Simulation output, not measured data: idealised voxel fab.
The process module that follows is named voxel double patterning.
Each square cell in cross-section cut measures 5 nm, and the section as a whole is 290 nm wide.
Cross-section spec: square-cell grid; bands listed top down; each band is one or more rows.
Top height, bottom height, nm. Materials left to right, width each, nm. Single material + "edge to edge" = fills band edge to edge. "empty" = empty.
Below 0: as-received wafer, all one material; heights counted from there. Lowest band: no bottom, goes on down, written "top 0, no bottom".
You'd read "30..40" like this: the band's top row of cells is as wide as the first number, its bottom row is as wide as the second, and going down, every row changes width by the same amount as the row before did.
Key: "nothing was modified" - step with no changed cell in the cross-section.
"Sealed void listing" specifies each empty space that is not open to the top and that occupies no fewer than 8 cells, using the form width x height at distance, the distance measured from the left edge and all three quantities in nm.
Formally, on a step line, whatever follows the settings is a remark that the simulator itself makes on the step.
If you see "overlay nm" on a step's line and that step has a mask, it's telling you how far right of where it was planned the mask ended up; a negative number means it went left instead.
# Intended process steps
- 1: RECEIVE [material Si]
- 2: CONFORMAL_DEP [material SiO2] [thk nm 5]
- 3: DIRECTIONAL_DEP [material TiN] [thk nm 10]
- 4: DIRECTIONAL_DEP [material SiCN] [thk nm 5]
- 5: MASKED_ETCH [tone open] [mask id FIRST] [width nm 15] [pitch nm 50] [etch materials SiCN] [depth nm 5] [overlay nm 0]
- 6: MASKED_ETCH [tone open] [mask id SECOND] [width nm 15] [pitch nm 50] [etch materials SiCN] [depth nm 5] [overlay nm 0]
- 7: DIRECTIONAL_ETCH [etch materials TiN] [depth nm 10]
- 8: STRIP [etch materials SiCN]
# Wafer at receipt (post step 1), cross-section
> top 0, no bottom = Si edge to edge
> Sealed void listing: none
# Cross-section, first of two wafers, end of module, run as planned
> top 15, bottom 5 = TiN 85 nm | empty 15 nm | TiN 10 nm | empty 15 nm | TiN 10 nm | empty 15 nm | TiN 10 nm | empty 15 nm | TiN 10 nm | empty 15 nm | TiN 90 nm
> top 5, bottom 0 = SiO2 edge to edge
> top 0, no bottom = Si edge to edge
> Sealed void listing: none
# Cross-section, wafer two of two, end of module: same start and plan as wafer one, one error in execution
> top 25, bottom 15 = TiN 85 nm | empty 15 nm | TiN 10 nm | empty 15 nm | TiN 10 nm | empty 15 nm | TiN 10 nm | empty 15 nm | TiN 10 nm | empty 15 nm | TiN 90 nm
> top 15, bottom 0 = SiO2 edge to edge
> top 0, no bottom = Si edge to edge
> Sealed void listing: none
Heads up, the wafer didn't run the way we planned it: step 2 was processed under conditions differing from the plan, specifically as CONFORMAL_DEP [material SiO2] [thk nm 15]
at the end the second wafer has, in cells: SiO2: 116 more
